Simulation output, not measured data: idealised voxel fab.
process module | voxel transistor to metal
cross-section cut | 155 nm wide | cells 5 nm
A cross-section is a grid of square cells, given in bands from the top down. A band is one or more rows of cells.
Each band's line starts with the height of the band's top and of its bottom, in nm. Then come its materials from left to right, each with its width in nm. One material with "throughout" fills the band from edge to edge. "air" is empty space.
Height 0 is the level under which the wafer as received is all one material. The lowest band goes on downwards, as in "0 down".
A width such as "30 to 40" changes by the same amount from each row of cells to the next, from the band's top row to its bottom row.
"no change" after a step means that no cell of the cross-section changed.
closed voids: empty space of 8 cells or more with no open way to the top, each as width x height at its distance from the left edge, in nm
after a step's settings: what the simulator itself notes on the step
overlay nm, on a step with a mask: how far to the right of its planned place the mask lay; to the left if negative
plan
1 op RECEIVE | material Si
2 op CONFORMAL_DEP | material SiO2 | thk nm 5
3 op CONFORMAL_DEP | material SiN | thk nm 15
4 op MASKED_ETCH | tone cover | mask id ACTIVE | width nm 95 | etch materials SiN | depth nm 15 | overlay nm 0
5 op MASKED_ETCH | tone cover | mask id ACTIVE | width nm 95 | etch materials SiO2 | depth nm 5 | overlay nm 0
6 op MASKED_ETCH | tone cover | mask id ACTIVE | width nm 95 | etch materials Si | depth nm 25 | overlay nm 0
7 op FILL_DEP | material SiO2 | thk nm 5
8 op CMP | height nm 20
9 op SELECTIVE_ETCH | etch materials SiO2 | depth nm 15
10 op STRIP | etch materials SiN
11 op SELECTIVE_ETCH | etch materials SiO2 | depth nm 5
12 op OXIDIZE | depth nm 5
13 op DIRECTIONAL_DEP | material polySi | thk nm 20
14 op DIRECTIONAL_DEP | material SiCN | thk nm 10
15 op DIRECTIONAL_DEP | material aC | thk nm 10
16 op PATTERN | tone cover | mask id GATE | material resist | width nm 25 | thk nm 25 | overlay nm 0
17 op DIRECTIONAL_ETCH | etch materials aC | depth nm 10
18 op STRIP | etch materials resist
19 op DIRECTIONAL_ETCH | etch materials SiCN | depth nm 20
20 op DIRECTIONAL_ETCH | etch materials polySi | depth nm 30
21 op STRIP | etch materials aC
22 op CONFORMAL_DEP | material SiO2 | thk nm 5
23 op DIRECTIONAL_ETCH | etch materials SiO2 | depth nm 5
24 op CONFORMAL_DEP | material SiN | thk nm 5
25 op DIRECTIONAL_ETCH | etch materials SiN | depth nm 5
26 op DIRECTIONAL_ETCH | etch materials SiO2 | depth nm 5
27 op EPI | material pSi | thk nm 5
28 op FILL_DEP | material SiO2 | thk nm 10
29 op CMP | height nm 20
30 op STRIP | etch materials polySi
31 op SELECTIVE_ETCH | etch materials SiO2 | depth nm 5
32 op CONFORMAL_DEP | material HfO2 | thk nm 5
33 op CONFORMAL_DEP | material TiN | thk nm 5
34 op FILL_DEP | material W | thk nm 5
35 op CMP | height nm 15
36 op DIRECTIONAL_DEP | material SiO2 | thk nm 15
37 op MASKED_ETCH | tone open | mask id CONTACT | width nm 15 | pitch nm 70 | etch materials SiO2 | depth nm 30 | overlay nm 0
38 op CONFORMAL_DEP | material TiN | thk nm 5
39 op FILL_DEP | material Ru | thk nm 5
40 op CMP | height nm 30
41 op DIRECTIONAL_DEP | material TiN | thk nm 5
42 op DIRECTIONAL_DEP | material W | thk nm 15
43 op PATTERN | tone cover | mask id METAL_1 | material resist | width nm 15 | pitch nm 70 | thk nm 15 | overlay nm 0
44 op DIRECTIONAL_ETCH | etch materials W | depth nm 15
45 op DIRECTIONAL_ETCH | etch materials TiN | depth nm 5
46 op STRIP | etch materials resist
47 op CONFORMAL_DEP | material SiCN | thk nm 5
48 op FILL_DEP | material SiO2 | thk nm 5
49 op CMP | height nm 50
50 op CONFORMAL_DEP | material SiCN | thk nm 5
51 op DIRECTIONAL_DEP | material SiO2 | thk nm 35
52 op PATTERN | tone open | mask id METAL_2 | material resist | width nm 15 | pitch nm 70 | thk nm 20 | overlay nm 0
53 op DIRECTIONAL_ETCH | etch materials SiO2 | depth nm 20
54 op STRIP | etch materials resist
55 op PATTERN | tone open | mask id METAL_2_HOLES | material resist | width nm 15 | pitch nm 70 | thk nm 15 | overlay nm 0
56 op DIRECTIONAL_ETCH | etch materials SiO2 | depth nm 15
57 op DIRECTIONAL_ETCH | etch materials SiCN | depth nm 5
58 op STRIP | etch materials resist
59 op CONFORMAL_DEP | material TiN | thk nm 5
60 op FILL_DEP | material Ru | thk nm 5
61 op CMP | height nm 90
62 op CONFORMAL_DEP | material SiCN | thk nm 5
as received, after step 1
  0 down: Si throughout
  closed voids: none
a wafer at the end: this start, this plan, one mistake
  95 to 90: SiCN throughout
  90 to 55: SiO2 35 | TiN 5 | Ru 5 | TiN 5 | SiO2 55 | TiN 5 | Ru 5 | TiN 5 | SiO2 35
  55 to 50: SiCN 35 | TiN 15 | SiCN 55 | TiN 15 | SiCN 35
  50 to 35: SiO2 30 | SiCN 5 | W 15 | SiCN 5 | SiO2 45 | SiCN 5 | W 15 | SiCN 5 | SiO2 30
  35 to 30: SiCN 35 | TiN 15 | SiCN 55 | TiN 15 | SiCN 35
  30 to 15: SiO2 35 | TiN 5 | Ru 5 | TiN 5 | SiO2 55 | TiN 5 | Ru 5 | TiN 5 | SiO2 35
  15 to 10: SiO2 35 | TiN 5 | Ru 5 | TiN 5 | SiO2 5 | SiN 5 | HfO2 5 | TiN 5 | W 15 | TiN 5 | HfO2 5 | SiN 5 | SiO2 5 | TiN 5 | Ru 5 | TiN 5 | SiO2 35
  10 to 5: SiO2 35 | TiN 15 | SiO2 5 | SiN 5 | HfO2 5 | TiN 25 | HfO2 5 | SiN 5 | SiO2 5 | TiN 15 | SiO2 35
  5 to 0: SiO2 25 | SiN 5 | SiO2 5 | pSi 20 | SiO2 5 | HfO2 35 | SiO2 5 | pSi 20 | SiO2 5 | SiN 5 | SiO2 25
  0 to -5: SiO2 40 | Si 75 | SiO2 40
  -5 to -25: SiO2 30 | Si 95 | SiO2 30
  -25 down: Si throughout
  closed voids: none
what went wrong: steps 10 and 11 were swapped
